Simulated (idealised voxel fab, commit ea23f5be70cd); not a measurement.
The process module that follows is named voxel self aligned vias.
The width of the displayed cross-section, cut, is 260 nm; its cells are square, with a size of 5 nm.
Reading order for cross-sections: top band down to bottom band. Underlying form: a grid of square cells. Band size: one or more rows of cells. Quick guide to a band line: top height, bottom height (nm) up front; then every material left to right with its width in nm. Only one material and it's marked "all across"? Then it fills the band edge to edge. And "empty" just means empty space. The reference from which all heights are counted is 0, the level beneath which the as-received wafer is entirely one material; the lowest band, having no lower bound, proceeds downward and is written after the example "z 0 and below". The two numbers in a width such as "30->40" mark its ends across the band: the first belongs to the top row of cells, the second to the bottom row, and from each row to the next the width moves by the same amount. The cross-section has no changed cell in any step marked "left unchanged". "Tabulated closed voids" means: voids of 8 cells or more that are shut off from the top with no open way through. Written width x height at distance, distance from the left edge, in nm. Note: text after step settings on the step line = simulator remark on that step. overlay nm, on a step with a mask: how far to the right of its planned place the mask lay; to the left if negative.

### The process steps that were planned are listed below
1) RECEIVE (material Si)
2) CONFORMAL_DEP (material SiO2; thk nm 15)
3) CONFORMAL_DEP (material SiCN; thk nm 5)
4) DIRECTIONAL_DEP (material SiO2; thk nm 30)
5) PATTERN (tone open; mask id LINES; material resist; width nm 30; pitch nm 60; thk nm 20; overlay nm 0)
6) DIRECTIONAL_ETCH (etch materials SiO2; depth nm 30)
7) STRIP (etch materials resist)
8) CONFORMAL_DEP (material TiN; thk nm 5)
9) FILL_DEP (material Ru; thk nm 10)
10) CMP (height nm 50)
11) SELECTIVE_ETCH (etch materials W Ru TiN; depth nm 5)
12) FILL_DEP (material SiN; thk nm 10)
13) CMP (height nm 50)
14) DIRECTIONAL_DEP (material SiO2; thk nm 15)
15) MASKED_ETCH (tone open; mask id VIAS; width nm 40; pitch nm 60; etch materials SiO2; depth nm 15; overlay nm 0)
16) MASKED_ETCH (tone open; mask id VIAS; width nm 40; pitch nm 60; etch materials SiN; depth nm 5; overlay nm 0)
17) CONFORMAL_DEP (material TiN; thk nm 5)
18) FILL_DEP (material W; thk nm 10)
19) CMP (height nm 65)
20) CONFORMAL_DEP (material SiCN; thk nm 5)

### Cross-section of the wafer at receipt, which is the condition after step 1
* z 0 and below | Si all across
* Tabulated closed voids: none

### The first of the two wafers as seen in cross-section once the module was finished; processing followed the plan
* z 70 to 65 | SiCN all across
* z 65 to 55 | SiO2 (50); TiN (5); W (30); TiN (5); SiO2 (20); TiN (5); W (30); TiN (5); SiO2 (20); TiN (5); W (30); TiN (5); SiO2 (50)
* z 55 to 50 | SiO2 (50); TiN (10); W (20); TiN (10); SiO2 (20); TiN (10); W (20); TiN (10); SiO2 (20); TiN (10); W (20); TiN (10); SiO2 (50)
* z 50 to 45 | SiO2 (55); TiN (30); SiO2 (30); TiN (30); SiO2 (30); TiN (30); SiO2 (55)
* z 45 to 25 | SiO2 (55); TiN (5); Ru (20); TiN (5); SiO2 (30); TiN (5); Ru (20); TiN (5); SiO2 (30); TiN (5); Ru (20); TiN (5); SiO2 (55)
* z 25 to 20 | SiO2 (55); TiN (30); SiO2 (30); TiN (30); SiO2 (30); TiN (30); SiO2 (55)
* z 20 to 15 | SiCN all across
* z 15 to 0 | SiO2 all across
* z 0 and below | Si all across
* Tabulated closed voids: none

### The second wafer, shown in cross-section after the module: started the same way as the first and given the same plan, yet one mistake crept into how it was run
* z 70 to 65 | SiCN all across
* z 65 to 50 | SiO2 (50); TiN (5); W (30); TiN (5); SiO2 (20); TiN (5); W (30); TiN (5); SiO2 (20); TiN (5); W (30); TiN (5); SiO2 (50)
* z 50 to 45 | SiN (50); TiN (40); SiN (20); TiN (40); SiN (20); TiN (40); SiN (50)
* z 45 to 40 | Ru all across
* z 40 to 35 | TiN (60); Ru (20); TiN (40); Ru (20); TiN (40); Ru (20); TiN (60)
* z 35 to 10 | SiO2 (55); TiN (5); Ru (20); TiN (5); SiO2 (30); TiN (5); Ru (20); TiN (5); SiO2 (30); TiN (5); Ru (20); TiN (5); SiO2 (55)
* z 10 to 5 | SiO2 (55); TiN (30); SiO2 (30); TiN (30); SiO2 (30); TiN (30); SiO2 (55)
* z 5 to 0 | SiCN all across
* z 0 and below | Si all across
* Tabulated closed voids: none
What was done differently from what was planned? step 2 from the plan never happened, it was just skipped
Cell-count delta at end, second wafer over first, by material: +76 Ru; +28 SiN; -156 SiO2; +46 TiN; +6 W
